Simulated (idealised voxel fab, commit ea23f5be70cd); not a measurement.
Process module under the name voxel ribs on slabs
Cross-section cut: width 195 nm, square cells of 5 nm.
Just so we're on the same page, the cross-sections are grids of square cells, and they're listed out in bands top to bottom, each band one or more rows deep. Read a band's entry like this: the first values are the height of its top and the height of its bottom in nm, and what follows is the sequence of materials from left to right, each with its width in nm. Note that "empty" is empty space, and that a single material marked "throughout" reaches across the band from edge to edge. Height reference: 0 = level under which incoming wafer is all one material. Lowest band: no bottom, runs on downward, e.g. "0..down". You'd read "30->40" like this: the band's top row of cells is as wide as the first number, its bottom row is as wide as the second, and going down, every row changes width by the same amount as the row before did. Step marked "everything unchanged"? Then no cell in the cross-section changed in it. Look at "Sealed void list" for the closed voids: empty spaces with no open path to the top, sized 8 cells or up. Each is width x height at distance, distance from the left edge, all nm. Read whatever lies past the settings on a step's line as the simulator's own remark about the step. "overlay nm", when on a step's line for a step with a mask, measures how far to the right of its planned place the mask lay; a negative measure means to the left.

# Intended process steps
- 1: RECEIVE,material Si
- 2: DIRECTIONAL_DEP,material SiO2,thk nm 25
- 3: DIRECTIONAL_DEP,material SiN,thk nm 20
- 4: DIRECTIONAL_DEP,material aC,thk nm 15
- 5: PATTERN,tone cover,mask id RIB,material resist,width nm 25,thk nm 30,overlay nm 0
- 6: DIRECTIONAL_ETCH,etch materials aC,depth nm 15
- 7: STRIP,etch materials resist
- 8: DIRECTIONAL_ETCH,etch materials SiN,depth nm 5
- 9: STRIP,etch materials aC
- 10: MASKED_ETCH,tone cover,mask id SLAB,width nm 65,etch materials SiN,depth nm 15,overlay nm 0
- 11: FILL_DEP,material SiO2,thk nm 20
- 12: CMP,height nm 60
- 13: DIRECTIONAL_DEP,material W,thk nm 5
- 14: PATTERN,tone cover,mask id HEATER,material resist,width nm 35,thk nm 20,overlay nm 0
- 15: DIRECTIONAL_ETCH,etch materials W,depth nm 5
- 16: STRIP,etch materials resist
- 17: CONFORMAL_DEP,material SiO2,thk nm 10
Heads up: all these wafers start the same, and what changes between them is the width nm in step 10. The value you see in the plan is just what the first wafer got.

# Cross-section of the first incoming wafer of several, state after step 1
0..down = Si throughout
Sealed void list: none

# Here's the first of several wafers in cross-section, end of the module, after the last step, step 17
75..70 = empty (70), SiO2 (55), empty (70)
70..65 = SiO2 throughout
65..60 = SiO2 (80), W (35), SiO2 (80)
60..45 = SiO2 throughout
45..40 = SiO2 (85), SiN (25), SiO2 (85)
40..25 = SiO2 (65), SiN (65), SiO2 (65)
25..0 = SiO2 throughout
0..down = Si throughout
Sealed void list: none

# Cross-section, module end, final of several wafers
75..70 = empty (70), SiO2 (55), empty (70)
70..65 = SiO2 throughout
65..60 = SiO2 (80), W (35), SiO2 (80)
60..45 = SiO2 throughout
45..40 = SiO2 (85), SiN (25), SiO2 (85)
40..25 = SiO2 (55), SiN (90), SiO2 (50)
25..0 = SiO2 throughout
0..down = Si throughout
Sealed void list: none

# Heads up, this table goes wafer by wafer. A row tells you, at the end of the module, how many cells of each material that wafer has put on (+) or dropped (-) since it was received, and then its closed voids
width nm 65, +44 SiN, +506 SiO2, +7 W, Sealed void list: none
width nm 70, +47 SiN, +503 SiO2, +7 W, Sealed void list: none
width nm 75, +50 SiN, +500 SiO2, +7 W, Sealed void list: none
width nm 80, +53 SiN, +497 SiO2, +7 W, Sealed void list: none
width nm 85, +56 SiN, +494 SiO2, +7 W, Sealed void list: none
width nm 90, +59 SiN, +491 SiO2, +7 W, Sealed void list: none
